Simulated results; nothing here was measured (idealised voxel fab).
The document below concerns the process module designated voxel self aligned contacts.
Square cell edge 5 nm, section width 250 nm, ID cut.
The cross-sections in this document take the form of a grid made of square cells. They are written out as bands, in order from top to bottom. Each band consists of one or more rows of cells.
First you get the band's top height and its bottom height, in nm, and then the materials it's made of, left to right, with each width in nm. If you see a single material with "full width", that one covers the band edge to edge. "empty" is empty space.
Convention: height 0 is the level below which the wafer, as received, is all one material. The lowest band does not terminate at the bottom but continues downward, represented as "top 0, no bottom".
You'd read "30->40" like this: the band's top row of cells is as wide as the first number, its bottom row is as wide as the second, and going down, every row changes width by the same amount as the row before did.
Where a step carries "stayed the same", the cross-section came out of it unchanged, cell for cell.
"Closed void register" means: voids of 8 cells or more that are shut off from the top with no open way through. Written width x height at distance, distance from the left edge, in nm.
It should be noted that, on the line of a given step, the content following the step's settings is a remark produced by the simulator itself with respect to that step.
"overlay nm", when on a step's line for a step with a mask, measures how far to the right of its planned place the mask lay; a negative measure means to the left.

These are the steps we planned for the process:
- 1: RECEIVE,material Si
- 2: OXIDIZE,depth nm 5
- 3: DIRECTIONAL_DEP,material polySi,thk nm 30
- 4: DIRECTIONAL_DEP,material SiN,thk nm 20
- 5: DIRECTIONAL_DEP,material aC,thk nm 15
- 6: PATTERN,tone cover,mask id GATE,material resist,width nm 35,pitch nm 65,thk nm 30,overlay nm 0
- 7: DIRECTIONAL_ETCH,etch materials aC,depth nm 15
- 8: STRIP,etch materials resist
- 9: DIRECTIONAL_ETCH,etch materials SiN,depth nm 20
- 10: DIRECTIONAL_ETCH,etch materials polySi,depth nm 30
- 11: STRIP,etch materials aC
- 12: CONFORMAL_DEP,material SiN,thk nm 5
- 13: DIRECTIONAL_ETCH,etch materials SiN,depth nm 5
- 14: FILL_DEP,material SiO2,thk nm 20
- 15: CMP,height nm 60
- 16: DIRECTIONAL_DEP,material aC,thk nm 15
- 17: PATTERN,tone open,mask id CONTACT,material resist,width nm 40,pitch nm 65,thk nm 30,overlay nm 0
- 18: DIRECTIONAL_ETCH,etch materials aC,depth nm 15
- 19: STRIP,etch materials resist
- 20: DIRECTIONAL_ETCH,etch materials SiO2,depth nm 65
- 21: STRIP,etch materials aC
- 22: CONFORMAL_DEP,material TiN,thk nm 5
- 23: FILL_DEP,material Ru,thk nm 5
- 24: CMP,height nm 60
- 25: CONFORMAL_DEP,material SiCN,thk nm 5

As-received state of the wafer in cross-section, equivalent to post-step 1:
top 0, no bottom  Si full width
Closed void register: none

What the wafer looks like in cross-section after this module, when it starts as shown above and follows the plan above but one mistake is made in running it:
top 65, bottom 60  SiCN full width
top 60, bottom 50  SiO2 70 | TiN 5 | Ru 30 | TiN 5 | SiO2 25 | TiN 5 | Ru 30 | TiN 5 | SiO2 75
top 50, bottom 45  SiO2 70 | TiN 10 | Ru 20 | TiN 10 | SiO2 25 | TiN 10 | Ru 20 | TiN 10 | SiO2 75
top 45, bottom 30  SiO2 40 | SiN 35 | TiN 5 | Ru 20 | TiN 5 | SiN 35 | TiN 5 | Ru 20 | TiN 5 | SiN 35 | SiO2 45
top 30, bottom 0  SiO2 40 | polySi 35 | TiN 5 | Ru 20 | TiN 5 | polySi 35 | TiN 5 | Ru 20 | TiN 5 | polySi 35 | SiO2 45
top 0, bottom -5  SiO2 75 | TiN 30 | SiO2 35 | TiN 30 | SiO2 80
top -5, no bottom  Si full width
Closed void register: none
The mistake made against the process plan was this: yeah, step 12 of the plan got skipped, never ran
